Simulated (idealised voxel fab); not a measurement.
process module | voxel plated lines
cross-section cut | 190 nm wide | cells 5 nm
A cross-section is a grid of square cells, given in bands from the top down. A band is one or more rows of cells.
Each band's line starts with the height of the band's top and of its bottom, in nm. Then come its materials from left to right, each with its width in nm. One material with "throughout" fills the band from edge to edge. "air" is empty space.
Height 0 is the level under which the wafer as received is all one material. The lowest band goes on downwards, as in "0 down".
A width such as "30 to 40" changes by the same amount from each row of cells to the next, from the band's top row to its bottom row.
"no change" after a step means that no cell of the cross-section changed.
closed voids: empty space of 8 cells or more with no open way to the top, each as width x height at its distance from the left edge, in nm
after a step's settings: what the simulator itself notes on the step
overlay nm, on a step with a mask: how far to the right of its planned place the mask lay; to the left if negative
plan
1 op RECEIVE | material Si
2 op CONFORMAL_DEP | material Al2O3 | thk nm 15
3 op DIRECTIONAL_DEP | material TiN | thk nm 5
4 op PATTERN | tone open | mask id LINES | material resist | width nm 20 | pitch nm 40 | thk nm 15 | overlay nm 0
5 op EPI | material Ru | thk nm 10
6 op STRIP | etch materials resist
7 op DIRECTIONAL_ETCH | etch materials TiN | depth nm 5
8 op CONFORMAL_DEP | material SiCN | thk nm 5
first wafer, as planned
as received, after step 1
  0 down: Si throughout
  closed voids: none
after step 2
  15 to 0: Al2O3 throughout
  below 0: unchanged
after step 3
  20 to 15: TiN throughout
  below 15: unchanged
after step 4
  35 to 20: resist 45 | air 20 | resist 20 | air 20 | resist 20 | air 20 | resist 45
  below 20: unchanged
after step 5
  35 to 30: resist 45 | air 20 | resist 20 | air 20 | resist 20 | air 20 | resist 45
  30 to 20: resist 45 | Ru 20 | resist 20 | Ru 20 | resist 20 | Ru 20 | resist 45
  below 20: unchanged
after step 6
  30 to 20: air 45 | Ru 20 | air 20 | Ru 20 | air 20 | Ru 20 | air 45
  below 20: unchanged
after step 7
  30 to 20: air 45 | Ru 20 | air 20 | Ru 20 | air 20 | Ru 20 | air 45
  20 to 15: air 45 | TiN 20 | air 20 | TiN 20 | air 20 | TiN 20 | air 45
  below 15: unchanged
after step 8
  35 to 30: air 40 | SiCN 30 | air 10 | SiCN 30 | air 10 | SiCN 30 | air 40
  30 to 20: air 40 | SiCN 5 | Ru 20 | SiCN 5 | air 10 | SiCN 5 | Ru 20 | SiCN 5 | air 10 | SiCN 5 | Ru 20 | SiCN 5 | air 40
  20 to 15: SiCN 45 | TiN 20 | SiCN 20 | TiN 20 | SiCN 20 | TiN 20 | SiCN 45
  below 15: unchanged
second wafer: like start, like plan, one mistake. Through step 3 it matches the first wafer
when step 4 should have ended
  35 to 20: resist 50 | air 20 | resist 20 | air 20 | resist 20 | air 20 | resist 40
  below 20: unchanged
when step 5 should have ended
  35 to 30: resist 50 | air 20 | resist 20 | air 20 | resist 20 | air 20 | resist 40
  30 to 20: resist 50 | Ru 20 | resist 20 | Ru 20 | resist 20 | Ru 20 | resist 40
  below 20: unchanged
when step 6 should have ended
  30 to 20: air 50 | Ru 20 | air 20 | Ru 20 | air 20 | Ru 20 | air 40
  below 20: unchanged
when step 7 should have ended
  30 to 20: air 50 | Ru 20 | air 20 | Ru 20 | air 20 | Ru 20 | air 40
  20 to 15: air 50 | TiN 20 | air 20 | TiN 20 | air 20 | TiN 20 | air 40
  below 15: unchanged
when step 8 should have ended
  35 to 30: air 45 | SiCN 30 | air 10 | SiCN 30 | air 10 | SiCN 30 | air 35
  30 to 20: air 45 | SiCN 5 | Ru 20 | SiCN 5 | air 10 | SiCN 5 | Ru 20 | SiCN 5 | air 10 | SiCN 5 | Ru 20 | SiCN 5 | air 35
  20 to 15: SiCN 50 | TiN 20 | SiCN 20 | TiN 20 | SiCN 20 | TiN 20 | SiCN 40
  below 15: unchanged
what went wrong: step 4 ran as: op PATTERN | tone open | mask id LINES | material resist | width nm 20 | pitch nm 40 | thk nm 15 | overlay nm 5
at the end the second wafer has, in cells: as many of each material as the first, in other places
